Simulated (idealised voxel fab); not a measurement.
A process module follows: voxel self aligned contacts.
Cross-section cut: width 210 nm, square cells of 5 nm.
Cross-sections here: square-cell grids, written as top-down lists of bands, a band being one or more rows of cells. What a band's entry tells you: where the top is and where the bottom is, as heights in nm, and after that what lies inside, material by material from left to right, each with its width in nm. Empty space is written as the word "air", and a single material marked with the word "edge to edge" occupies the band from edge to edge. A quick word on heights: they are counted from 0, and under that level the wafer as it came to us is one material throughout. The lowest band is different from the rest in having no bottom; it simply continues downward, written as in "0..down". With a width like "30..40", each row of cells in the band differs from the next by the same amount, the top row carrying the first number and the bottom row the second. Where the words "no change" appear for a step, the cross-section shows no cell changed by that step; every cell remained as before. The label "Closed void register" introduces a list of the empty spaces, 8 cells or larger, that have no open way up to the top; each entry in it reads width x height at distance, where the distance is taken from the left edge and all three are stated in nm. Text after the settings on a step's line: the simulator's own remark on that step. The setting "overlay nm" may be written on the line of a step. When the step uses a mask, the value reports how far to the right of the planned place the mask lay, and a negative value reports that it lay to the left.

Process steps - plan:
step 1: RECEIVE,material Si
step 2: CONFORMAL_DEP,material SiO2,thk nm 5
step 3: DIRECTIONAL_DEP,material polySi,thk nm 20
step 4: DIRECTIONAL_DEP,material SiN,thk nm 25
step 5: PATTERN,tone cover,mask id GATE,material resist,width nm 25,pitch nm 65,thk nm 20,overlay nm 0
step 6: DIRECTIONAL_ETCH,etch materials SiN,depth nm 25
step 7: DIRECTIONAL_ETCH,etch materials polySi,depth nm 20
step 8: STRIP,etch materials resist
step 9: CONFORMAL_DEP,material SiN,thk nm 10
step 10: DIRECTIONAL_ETCH,etch materials SiN,depth nm 10
step 11: FILL_DEP,material SiO2,thk nm 15
step 12: CMP,height nm 60
step 13: PATTERN,tone open,mask id CONTACT,material resist,width nm 50,thk nm 20,overlay nm 0
step 14: DIRECTIONAL_ETCH,etch materials SiO2,depth nm 60
step 15: STRIP,etch materials resist
step 16: CONFORMAL_DEP,material TiN,thk nm 5
step 17: FILL_DEP,material W,thk nm 10
step 18: CMP,height nm 60
step 19: CONFORMAL_DEP,material SiCN,thk nm 5

Cross-section, incoming material, after step 1:
  0..down | Si edge to edge
  Closed void register: none

First of two wafers, end-of-module section, run followed plan:
  65..60 | SiCN edge to edge
  60..50 | 80 of SiO2, 5..20 of TiN, 40..10 of W, 5..20 of TiN, 80 of SiO2
  50..25 | 50 of SiO2, 45 of SiN, 5 of TiN, 10 of W, 5 of TiN, 45 of SiN, 50 of SiO2
  25..5 | 50 of SiO2, 10 of SiN, 25 of polySi, 10 of SiN, 5 of TiN, 10 of W, 5 of TiN, 10 of SiN, 25 of polySi, 10 of SiN, 50 of SiO2
  5..0 | 95 of SiO2, 20 of TiN, 95 of SiO2
  0..down | Si edge to edge
  Closed void register: none

Same start, same plan as the first wafer - but one mistake in the run. Cross-section of the second of the two at the end of the module:
  65..60 | SiCN edge to edge
  60..50 | 85..100 of SiO2, 40..10 of W, 85..100 of SiO2
  50..25 | 50 of SiO2, 45 of SiN, 5 of SiO2, 10 of W, 5 of SiO2, 45 of SiN, 50 of SiO2
  25..5 | 50 of SiO2, 10 of SiN, 25 of polySi, 10 of SiN, 5 of SiO2, 10 of W, 5 of SiO2, 10 of SiN, 25 of polySi, 10 of SiN, 50 of SiO2
  5..0 | SiO2 edge to edge
  0..down | Si edge to edge
  Closed void register: none
What broke from the plan during processing? step 16 ran with different settings than intended, the actual operation and settings being CONFORMAL_DEP,material SiO2,thk nm 5
The second wafer ends with more or fewer cells of some materials than the first, per final count: 32 more of SiO2; 32 fewer of TiN
